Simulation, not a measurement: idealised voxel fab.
Process module, titled voxel gate over fins
Xsec cut, 170 nm wide, square cell size 5 nm.
Notation: cross-section as square-cell grid; stated in bands, top first, going down; one or more cell rows per band. Basically the band line says how high the top is and how high the bottom is, in nm, and then what's in it from left to right, every material with its width in nm. Empty space shows up as "air", and if a single material carries "full width" it runs the full band edge to edge. Counting heights begins at 0, where everything beneath is, in the wafer as received, one material. The lowest band has no bottom; it goes on downwards, as "from 0 down" shows. Note: "30..40" means the width goes from the first number (top row of the band) to the second number (bottom row) in equal steps per row of cells. Step marked "changes: none"? Then no cell in the cross-section changed in it. "Internal closed voids" contains a list of empty spaces, each no smaller than 8 cells and without an open way to the top, written in the form width x height at distance with the distance from the left edge and all three in nm. Post-settings text on a step line: simulator's own remark regarding the step. "overlay nm" on a masked step: distance the mask lay right of its planned place, negative for left.

**These are the steps we planned for the process**
1. RECEIVE, material Si
2. CONFORMAL_DEP, material SiN, thk nm 5
3. MASKED_ETCH, tone cover, mask id FINS, width nm 15, pitch nm 60, etch materials SiN, depth nm 5, overlay nm 0
4. MASKED_ETCH, tone cover, mask id FINS, width nm 15, pitch nm 60, etch materials Si, depth nm 40, overlay nm -15
5. FILL_DEP, material SiO2, thk nm 10
6. CMP, height nm 5
7. DIRECTIONAL_DEP, material aC, thk nm 10
8. PATTERN, tone open, mask id RAIL, material resist, width nm 15, thk nm 25, overlay nm 0
9. DIRECTIONAL_ETCH, etch materials aC, depth nm 10
10. STRIP, etch materials resist
11. DIRECTIONAL_ETCH, etch materials SiO2, depth nm 40
12. STRIP, etch materials aC
13. CONFORMAL_DEP, material TiN, thk nm 5
14. FILL_DEP, material Ru, thk nm 5
15. CMP, height nm 5
16. SELECTIVE_ETCH, etch materials W Ru TiN, depth nm 20
17. FILL_DEP, material SiO2, thk nm 5
18. CMP, height nm 5
19. SELECTIVE_ETCH, etch materials SiO2, depth nm 15
20. STRIP, etch materials SiN
21. CONFORMAL_DEP, material HfO2, thk nm 5
22. CONFORMAL_DEP, material TiN, thk nm 5
23. FILL_DEP, material W, thk nm 15
24. CMP, height nm 20
25. CONFORMAL_DEP, material SiCN, thk nm 10
The value of overlay nm given for step 4 in the plan refers to the first wafer; the wafers vary in this setting and are alike at the start.

**Cross-section of the first incoming wafer of several, state after step 1**
- from 0 down | Si full width
- Internal closed voids: none

**Post step 25, the closing step of the module: first of several wafers, cross-sectioned**
- from 30 to 20 | SiCN full width
- from 20 to 10 | W full width
- from 10 to 5 | W=20  TiN=50  W=10  TiN=50  W=40
- from 5 to 0 | W=20  TiN=5  HfO2=40  TiN=5  W=10  TiN=5  HfO2=40  TiN=5  W=40
- from 0 to -5 | TiN=25  HfO2=5  Si=30  HfO2=5  TiN=20  HfO2=5  Si=30  HfO2=5  TiN=45
- from -5 to -10 | HfO2=30  Si=30  HfO2=30  Si=30  HfO2=50
- from -10 to -15 | SiO2=30  Si=30  SiO2=30  Si=30  SiO2=50
- from -15 to -30 | SiO2=30  Si=30  SiO2=15  TiN=5  Ru=5  TiN=5  Si=30  SiO2=50
- from -30 to -35 | SiO2=30  Si=30  SiO2=15  TiN=15  Si=30  SiO2=50
- from -35 to -40 | SiO2=30  Si=30  SiO2=30  Si=30  SiO2=50
- from -40 down | Si full width
- Internal closed voids: none

**Cross-section of the last wafer at end of module**
- from 30 to 20 | SiCN full width
- from 20 to 10 | W full width
- from 10 to 5 | W=35  TiN=50  W=10  TiN=50  W=25
- from 5 to 0 | W=35  TiN=5  HfO2=40  TiN=5  W=10  TiN=5  HfO2=40  TiN=5  W=25
- from 0 to -5 | TiN=40  HfO2=5  Si=30  HfO2=5  TiN=20  HfO2=5  Si=30  HfO2=5  TiN=30
- from -5 to -10 | HfO2=45  Si=30  HfO2=30  Si=30  HfO2=35
- from -10 to -15 | SiO2=45  Si=30  SiO2=30  Si=30  SiO2=35
- from -15 to -30 | SiO2=45  Si=30  TiN=5  Ru=5  TiN=5  SiO2=15  Si=30  SiO2=35
- from -30 to -35 | SiO2=45  Si=30  TiN=15  SiO2=15  Si=30  SiO2=35
- from -35 to -40 | SiO2=45  Si=30  SiO2=30  Si=30  SiO2=35
- from -40 down | Si full width
- Internal closed voids: none

**Per wafer, end of module: cells gained (+) or lost (-) per material since receipt, then closed voids**
overlay nm -15 | +42 HfO2 | +3 Ru | -176 Si | +68 SiCN | +120 SiO2 | +51 TiN | +96 W | Internal closed voids: none
overlay nm -10 | +42 HfO2 | +3 Ru | -192 Si | +68 SiCN | +132 SiO2 | +51 TiN | +100 W | Internal closed voids: none
overlay nm -5 | +42 HfO2 | +3 Ru | -208 Si | +68 SiCN | +144 SiO2 | +51 TiN | +104 W | Internal closed voids: none
overlay nm 0 | +42 HfO2 | +3 Ru | -224 Si | +68 SiCN | +156 SiO2 | +51 TiN | +108 W | Internal closed voids: none
overlay nm 5 | +42 HfO2 | +3 Ru | -208 Si | +68 SiCN | +144 SiO2 | +51 TiN | +104 W | Internal closed voids: none
overlay nm 10 | +42 HfO2 | +3 Ru | -192 Si | +68 SiCN | +132 SiO2 | +51 TiN | +100 W | Internal closed voids: none
overlay nm 15 | +42 HfO2 | +3 Ru | -176 Si | +68 SiCN | +120 SiO2 | +51 TiN | +96 W | Internal closed voids: none
